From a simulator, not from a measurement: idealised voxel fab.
Process module heading - voxel air gaps
We display cut, a cross-section 220 nm in width whose square cells are each 5 nm.
If you're reading a cross-section in this doc, picture square cells in a grid; it comes to you as bands, top ones listed first down to the bottom, and a band can be one or more rows of cells. Heights first: top, then bottom, in nm. Then materials, left to right, each with a width in nm. "everywhere" on a single material: fills the band edge to edge. "empty": empty space. Heights are reckoned from 0. Under this level, the received wafer is all of one material. The bottommost band is open-ended downward, for example "top 0, no bottom". Per-row width for "30..40": begins at first number (top row of band), ends at second number (bottom row), increment between rows held constant. Reading "left unchanged" for a step: not a cell of the cross-section changed in it. For the entry "Voids, enclosed", the listed items are empty spaces with no open way to the top whose size is 8 cells or more; each item follows the pattern width x height at distance, where distance is from the left edge and all three are in nm. Read whatever lies past the settings on a step's line as the simulator's own remark about the step. Each step line may optionally specify "overlay nm", which for a step with a mask gives the rightward distance between the mask's planned place and where it lay, a negative value indicating the leftward direction.

## So here's the lineup of process steps we planned
| 1 | op RECEIVE | material Si |
| 2 | op CONFORMAL_DEP | material SiO2 | thk nm 10 |
| 3 | op CONFORMAL_DEP | material SiN | thk nm 5 |
| 4 | op DIRECTIONAL_DEP | material lowk | thk nm 35 |
| 5 | op DIRECTIONAL_DEP | material aC | thk nm 15 |
| 6 | op PATTERN | tone open | mask id LINES | material resist | width nm 25 | pitch nm 50 | thk nm 30 | overlay nm 0 |
| 7 | op DIRECTIONAL_ETCH | etch materials aC | depth nm 15 |
| 8 | op STRIP | etch materials resist |
| 9 | op DIRECTIONAL_ETCH | etch materials lowk | depth nm 35 |
| 10 | op STRIP | etch materials aC |
| 11 | op CONFORMAL_DEP | material TiN | thk nm 5 |
| 12 | op FILL_DEP | material Ru | thk nm 5 |
| 13 | op CMP | height nm 50 |
| 14 | op EPI | material Ru | thk nm 10 |
| 15 | op SELECTIVE_ETCH | etch materials lowk | depth nm 45 |
| 16 | op CONFORMAL_DEP | material SiCN | thk nm 5 |

## So this is the incoming wafer in cross-section - it's already been through step 1
	top 0, no bottom: Si everywhere
	Voids, enclosed: none

## Cross-sectional view of the first of the two wafers upon completion of the module, processed in accordance with the plan
	top 65, bottom 60: empty 5 nm; SiCN 205 nm; empty 10 nm
	top 60, bottom 50: empty 5 nm; SiCN 5 nm; Ru 45 nm; SiCN 5 nm; Ru 45 nm; SiCN 5 nm; Ru 45 nm; SiCN 5 nm; Ru 45 nm; SiCN 5 nm; empty 10 nm
	top 50, bottom 45: empty 5 nm; SiCN 15 nm; TiN 5 nm; Ru 15 nm; TiN 5 nm; SiCN 25 nm; TiN 5 nm; Ru 15 nm; TiN 5 nm; SiCN 25 nm; TiN 5 nm; Ru 15 nm; TiN 5 nm; SiCN 25 nm; TiN 5 nm; Ru 15 nm; TiN 5 nm; SiCN 15 nm; empty 10 nm
	top 45, bottom 20: empty 15 nm; SiCN 5 nm; TiN 5 nm; Ru 15 nm; TiN 5 nm; SiCN 5 nm; empty 15 nm; SiCN 5 nm; TiN 5 nm; Ru 15 nm; TiN 5 nm; SiCN 5 nm; empty 15 nm; SiCN 5 nm; TiN 5 nm; Ru 15 nm; TiN 5 nm; SiCN 5 nm; empty 15 nm; SiCN 5 nm; TiN 5 nm; Ru 15 nm; TiN 5 nm; SiCN 5 nm; empty 20 nm
	top 20, bottom 15: SiCN 20 nm; TiN 25 nm; SiCN 25 nm; TiN 25 nm; SiCN 25 nm; TiN 25 nm; SiCN 25 nm; TiN 25 nm; SiCN 25 nm
	top 15, bottom 10: SiN everywhere
	top 10, bottom 0: SiO2 everywhere
	top 0, no bottom: Si everywhere
	Voids, enclosed: 15 x 25 at 50; 15 x 25 at 100; 15 x 25 at 150

## Wafer two cross-section, module end. Start and plan unchanged from wafer one; one mistake made during the run
	top 65, bottom 60: empty 5 nm; SiCN 205 nm; empty 10 nm
	top 60, bottom 50: empty 5 nm; SiCN 5 nm; Ru 45 nm; SiCN 5 nm; Ru 45 nm; SiCN 5 nm; Ru 45 nm; SiCN 5 nm; Ru 45 nm; SiCN 5 nm; empty 10 nm
	top 50, bottom 45: empty 5 nm; SiCN 15 nm; TiN 5 nm; Ru 15 nm; TiN 5 nm; SiCN 25 nm; TiN 5 nm; Ru 15 nm; TiN 5 nm; SiCN 25 nm; TiN 5 nm; Ru 15 nm; TiN 5 nm; SiCN 25 nm; TiN 5 nm; Ru 15 nm; TiN 5 nm; SiCN 15 nm; empty 10 nm
	top 45, bottom 25: empty 15 nm; SiCN 5 nm; TiN 5 nm; Ru 15 nm; TiN 5 nm; SiCN 5 nm; empty 15 nm; SiCN 5 nm; TiN 5 nm; Ru 15 nm; TiN 5 nm; SiCN 5 nm; empty 15 nm; SiCN 5 nm; TiN 5 nm; Ru 15 nm; TiN 5 nm; SiCN 5 nm; empty 15 nm; SiCN 5 nm; TiN 5 nm; Ru 15 nm; TiN 5 nm; SiCN 5 nm; empty 20 nm
	top 25, bottom 20: SiCN 20 nm; TiN 25 nm; SiCN 25 nm; TiN 25 nm; SiCN 25 nm; TiN 25 nm; SiCN 25 nm; TiN 25 nm; SiCN 25 nm
	top 20, bottom 15: SiN everywhere
	top 15, bottom 0: SiO2 everywhere
	top 0, no bottom: Si everywhere
	Voids, enclosed: 15 x 20 at 50; 15 x 20 at 100; 15 x 20 at 150
The mistake made against the process plan was this: off-plan run, step 2, actual operation and settings op CONFORMAL_DEP | material SiO2 | thk nm 15
Looking at both finished wafers in cells, the second ends up ahead of or behind the first on some materials: Ru: 12 fewer; SiCN: 8 fewer; SiO2: 44 more; TiN: 8 fewer
